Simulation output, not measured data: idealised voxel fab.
Process module, titled voxel self aligned vias
It is cross-section cut that appears here, measuring 210 nm in width, its square cells being 5 nm in size.
Think of the cross-section as a grid of square cells. We describe it in bands, top to bottom, and each band covers one or more rows of those cells.
Heads up on the band format: heights come first, top then bottom, in nm. After that it's the materials left to right, each with its width in nm. A single material flagged "throughout" fills the whole band edge to edge, and "empty" means there's empty space there.
The level at which height equals 0 is the one under which the wafer, as it arrives, is entirely one material. No lower edge exists for the bottom band, which continues downward and is notated as in "0 -> down".
The expression "30..40" gives the width at the extremes of the band, the first number at its top row of cells and the second at its bottom row, with the width changing by equal amounts from each row to the next in between.
Any step labelled "same as before" changed none of the cells in the cross-section.
"closed voids" enumerates empty spaces isolated from the top, with no open way to it, that contain at least 8 cells, giving each as width x height at distance from the left edge, all three in nm.
The remark found on a step's line after its settings is issued by the simulator itself and pertains to that step.
You can add "overlay nm" to a step's line. For a step with a mask, it describes how far the mask lay to the right of its planned position, and a negative number describes a lay to the left.

Here's what the planned process steps look like:
1 RECEIVE, material Si
2 CONFORMAL_DEP, material SiO2, thk nm 15
3 CONFORMAL_DEP, material SiCN, thk nm 5
4 DIRECTIONAL_DEP, material lowk, thk nm 25
5 DIRECTIONAL_DEP, material aC, thk nm 15
6 PATTERN, tone open, mask id LINES, material resist, width nm 20, pitch nm 50, thk nm 35, overlay nm -15
7 DIRECTIONAL_ETCH, etch materials aC, depth nm 15
8 STRIP, etch materials resist
9 DIRECTIONAL_ETCH, etch materials lowk, depth nm 25
10 STRIP, etch materials aC
11 CONFORMAL_DEP, material TiN, thk nm 5
12 FILL_DEP, material W, thk nm 5
13 CMP, height nm 45
14 SELECTIVE_ETCH, etch materials W Ru TiN, depth nm 5
15 FILL_DEP, material SiN, thk nm 10
16 CMP, height nm 45
17 DIRECTIONAL_DEP, material lowk, thk nm 20
18 PATTERN, tone open, mask id VIAS, material resist, width nm 30, thk nm 15, overlay nm 0
19 DIRECTIONAL_ETCH, etch materials lowk, depth nm 20
20 DIRECTIONAL_ETCH, etch materials SiN, depth nm 5
21 STRIP, etch materials resist
22 CONFORMAL_DEP, material TiN, thk nm 5
23 FILL_DEP, material Ru, thk nm 10
24 CMP, height nm 65
25 CONFORMAL_DEP, material SiCN, thk nm 5
What sets these wafers apart? The overlay nm at step 6. They all start alike, and the plan carries the first wafer's value.

The first of several wafers, as received after step 1, seen in section:
* 0 -> down = Si throughout
* closed voids: none

Note: the following table is arranged by wafer, a row apiece. Each row reports the end-of-module state: per material, cells gained (+) or cells lost (-) compared with the wafer as received; closed voids follow:
overlay nm -15 | +12 Ru | +84 SiCN | +6 SiN | +126 SiO2 | +34 TiN | +12 W | +314 lowk | closed voids: none
overlay nm -10 | +13 Ru | +84 SiCN | +5 SiN | +126 SiO2 | +34 TiN | +12 W | +314 lowk | closed voids: none
overlay nm -5 | +14 Ru | +84 SiCN | +4 SiN | +126 SiO2 | +34 TiN | +12 W | +314 lowk | closed voids: none
overlay nm 0 | +14 Ru | +84 SiCN | +4 SiN | +126 SiO2 | +34 TiN | +12 W | +314 lowk | closed voids: none
overlay nm 5 | +14 Ru | +84 SiCN | +4 SiN | +126 SiO2 | +34 TiN | +12 W | +314 lowk | closed voids: none
overlay nm 10 | +13 Ru | +84 SiCN | +5 SiN | +126 SiO2 | +34 TiN | +12 W | +314 lowk | closed voids: none
overlay nm 15 | +12 Ru | +84 SiCN | +6 SiN | +126 SiO2 | +34 TiN | +12 W | +314 lowk | closed voids: none
